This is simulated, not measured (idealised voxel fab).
Documented hereafter: the process module known as voxel capacitor over wiring.
For reference, the cross-section in this document is cut, with width 225 nm and square cells of 5 nm.
For the purposes of this document, a cross-section shall be understood as a grid of square cells, specified as bands listed in top-to-bottom order, each band consisting of one or more rows of cells.
Basically the band line says how high the top is and how high the bottom is, in nm, and then what's in it from left to right, every material with its width in nm. Empty space shows up as "empty", and if a single material carries "all across" it runs the full band edge to edge.
Zero point of the height axis is 0; under it, received wafer = one material. Lowest band: continues down indefinitely, "0..down".
A two-number width, for instance "30->40", indicates that the width is equal to the first number in the top row of the band and to the second number in the bottom row, and that it changes by a constant amount per row of cells.
"no modifications" -> step changed no cross-section cell.
This entry, "Closed void inventory", enumerates those empty regions of no fewer than 8 cells that possess no open connection to the top. Each region is reported in the form width x height at distance, the distance being taken from the left edge, with all three quantities expressed in nm.
after a step's settings: what the simulator itself notes on the step
A step's line can hold "overlay nm"; with a mask on that step, the setting says how far right of the planned place the mask lay, while a negative setting says it lay to the left.
**plan**
step 1: RECEIVE with material Si
step 2: CONFORMAL_DEP with material SiO2, thk nm 15
step 3: DIRECTIONAL_DEP with material TiN, thk nm 5
step 4: DIRECTIONAL_DEP with material W, thk nm 15
step 5: DIRECTIONAL_DEP with material aC, thk nm 10
step 6: PATTERN with tone cover, mask id METAL_1, material resist, width nm 30, pitch nm 95, thk nm 30, overlay nm 0
step 7: DIRECTIONAL_ETCH with etch materials aC, depth nm 10
step 8: STRIP with etch materials resist
step 9: DIRECTIONAL_ETCH with etch materials W, depth nm 15
step 10: DIRECTIONAL_ETCH with etch materials TiN, depth nm 5
step 11: STRIP with etch materials aC
step 12: CONFORMAL_DEP with material SiN, thk nm 5
step 13: FILL_DEP with material lowk, thk nm 10
step 14: CMP with height nm 30
step 15: CONFORMAL_DEP with material SiCN, thk nm 5
step 16: DIRECTIONAL_DEP with material SiO2, thk nm 20
step 17: PATTERN with tone open, mask id PLUG_1, material resist, width nm 15, thk nm 20, overlay nm 0
step 18: DIRECTIONAL_ETCH with etch materials SiO2, depth nm 20
step 19: DIRECTIONAL_ETCH with etch materials SiCN, depth nm 5
step 20: STRIP with etch materials resist
step 21: EPI with material Ru, thk nm 10
step 22: EPI with material Ru, thk nm 10
step 23: EPI with material Ru, thk nm 5
step 24: DIRECTIONAL_DEP with material TiN, thk nm 5
step 25: DIRECTIONAL_DEP with material Al2O3, thk nm 5
step 26: DIRECTIONAL_DEP with material TiN, thk nm 10
step 27: PATTERN with tone cover, mask id UPPER_PLATE, material resist, width nm 70, thk nm 20, overlay nm 0
step 28: DIRECTIONAL_ETCH with etch materials TiN, depth nm 10
step 29: DIRECTIONAL_ETCH with etch materials Al2O3, depth nm 5
step 30: STRIP with etch materials resist
step 31: PATTERN with tone cover, mask id LOWER_PLATE, material resist, width nm 80, thk nm 15, overlay nm 0
step 32: DIRECTIONAL_ETCH with etch materials TiN, depth nm 5
step 33: STRIP with etch materials resist
step 34: FILL_DEP with material SiO2, thk nm 20
step 35: CMP with height nm 95
step 36: MASKED_ETCH with tone open, mask id PLUG_2, width nm 15, etch materials SiO2, depth nm 15, overlay nm 0
step 37: CONFORMAL_DEP with material TiN, thk nm 5
step 38: FILL_DEP with material W, thk nm 10
step 39: CMP with height nm 95
step 40: CONFORMAL_DEP with material SiCN, thk nm 5
What sets these wafers apart? The height nm at step 14. They all start alike, and the plan carries the first wafer's value.
**After step 1, as received: first of several wafers, cross-section**
- 0..down: Si all across
- Closed void inventory: none
**The rows of the table below are wafers. Looking at the end of the module, a row counts, for every material, the cells the wafer has gained, shown as (+), or lost, shown as (-), since it was received; its closed voids come next**
height nm 30; +14 Al2O3; +15 Ru; +87 SiCN; +41 SiN; +596 SiO2; +63 TiN; +26 W; +58 lowk; Closed void inventory: none
height nm 35; +14 Al2O3; +15 Ru; +87 SiCN; +45 SiN; +551 SiO2; +63 TiN; +38 W; +87 lowk; Closed void inventory: none
height nm 40; +14 Al2O3; +87 SiCN; +61 SiN; +523 SiO2; +62 TiN; +37 W; +116 lowk; Closed void inventory: none
height nm 45; +14 Al2O3; +87 SiCN; +61 SiN; +480 SiO2; +61 TiN; +36 W; +161 lowk; Closed void inventory: none
height nm 50; +14 Al2O3; +87 SiCN; +61 SiN; +437 SiO2; +59 TiN; +36 W; +206 lowk; Closed void inventory: none
